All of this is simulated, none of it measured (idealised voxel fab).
Process module heading - voxel released beams
This is section cut - it's 175 nm across, gridded in 5 nm square cells.
Bands, listed from the top down, are how a cross-section gets written in this document; the cross-section itself is a grid of square cells, and a band is one or more rows of them. Basically the band line says how high the top is and how high the bottom is, in nm, and then what's in it from left to right, every material with its width in nm. Empty space shows up as "blank", and if a single material carries "all across" it runs the full band edge to edge. Beneath 0, the wafer as received is one material, and that level is where height counting begins. The lowest band goes on downward without a bottom; it is written like "0..down". The notation "30..40" denotes a width that varies across the rows of cells in the band, beginning at the first number in the top row, finishing at the second number in the bottom row, and changing by an identical amount from each row to the next. Any step labelled "no alteration" changed none of the cells in the cross-section. The list in "Sealed void listing" covers empty spaces of 8 cells or more that cannot reach the top through any open way, and it gives each as width x height at distance; the distance is from the left edge, and width, height and distance are in nm. What comes after the settings on a step's line is commentary from the simulator itself on that step. A step line may carry the setting "overlay nm", which, for steps involving a mask, states the distance by which the mask lay to the right of its intended position; negative values denote displacement to the left.

**plan**
- 1: RECEIVE: material Si
- 2: CONFORMAL_DEP: material SiN, thk nm 5
- 3: DIRECTIONAL_DEP: material SiO2, thk nm 15
- 4: PATTERN: tone open, mask id ANCHOR, material resist, width nm 35, thk nm 15, overlay nm 0
- 5: DIRECTIONAL_ETCH: etch materials SiO2, depth nm 15
- 6: STRIP: etch materials resist
- 7: CONFORMAL_DEP: material W, thk nm 15
- 8: DIRECTIONAL_DEP: material aC, thk nm 10
- 9: PATTERN: tone cover, mask id BEAM, material resist, width nm 120, thk nm 25, overlay nm 0
- 10: DIRECTIONAL_ETCH: etch materials aC, depth nm 10
- 11: STRIP: etch materials resist
- 12: DIRECTIONAL_ETCH: etch materials W, depth nm 15
- 13: STRIP: etch materials aC
- 14: STRIP: etch materials SiO2

**As received (post step 1): cross-section**
* 0..down: Si all across
* Sealed void listing: none

**a wafer at the end: this start, this plan, one mistake**
* 35..20: blank=25  W=20  blank=5  W=100  blank=25
* 20..5: blank=30  W=35  blank=110
* 5..0: SiN all across
* 0..down: Si all across
* Sealed void listing: none
Diagnosis: step 9 did not happen as planned, as run it was PATTERN: tone cover, mask id BEAM, material resist, width nm 125, thk nm 25, overlay nm 0
